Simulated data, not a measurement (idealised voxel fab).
process module | voxel double patterning
cross-section cut | 170 nm wide | cells 5 nm
A cross-section is a grid of square cells, given in bands from the top down. A band is one or more rows of cells.
Each band's line starts with the height of the band's top and of its bottom, in nm. Then come its materials from left to right, each with its width in nm. One material with "throughout" fills the band from edge to edge. "air" is empty space.
Height 0 is the level under which the wafer as received is all one material. The lowest band goes on downwards, as in "0 down".
A width such as "30 to 40" changes by the same amount from each row of cells to the next, from the band's top row to its bottom row.
"no change" after a step means that no cell of the cross-section changed.
closed voids: empty space of 8 cells or more with no open way to the top, each as width x height at its distance from the left edge, in nm
after a step's settings: what the simulator itself notes on the step
overlay nm, on a step with a mask: how far to the right of its planned place the mask lay; to the left if negative
plan
1 op RECEIVE | material Si
2 op CONFORMAL_DEP | material SiO2 | thk nm 5
3 op DIRECTIONAL_DEP | material TiN | thk nm 20
4 op DIRECTIONAL_DEP | material SiN | thk nm 10
5 op MASKED_ETCH | tone open | mask id FIRST | width nm 15 | pitch nm 50 | etch materials SiN | depth nm 10 | overlay nm 0
6 op DIRECTIONAL_DEP | material aC | thk nm 10
7 op PATTERN | tone open | mask id SECOND | material resist | width nm 15 | thk nm 30 | overlay nm 0
8 op DIRECTIONAL_ETCH | etch materials aC | depth nm 10
9 op STRIP | etch materials resist
10 op DIRECTIONAL_ETCH | etch materials SiN | depth nm 10
11 op STRIP | etch materials aC
12 op DIRECTIONAL_ETCH | etch materials TiN | depth nm 20
13 op STRIP | etch materials SiN
as received, after step 1
  0 down: Si throughout
  closed voids: none
a wafer at the end: this start, this plan, one mistake
  15 to 5: TiN 50 | air 15 | TiN 10 | air 15 | TiN 10 | air 15 | TiN 55
  5 to 0: SiO2 throughout
  0 down: Si throughout
  closed voids: none
what went wrong: step 3 ran as: op DIRECTIONAL_DEP | material TiN | thk nm 10
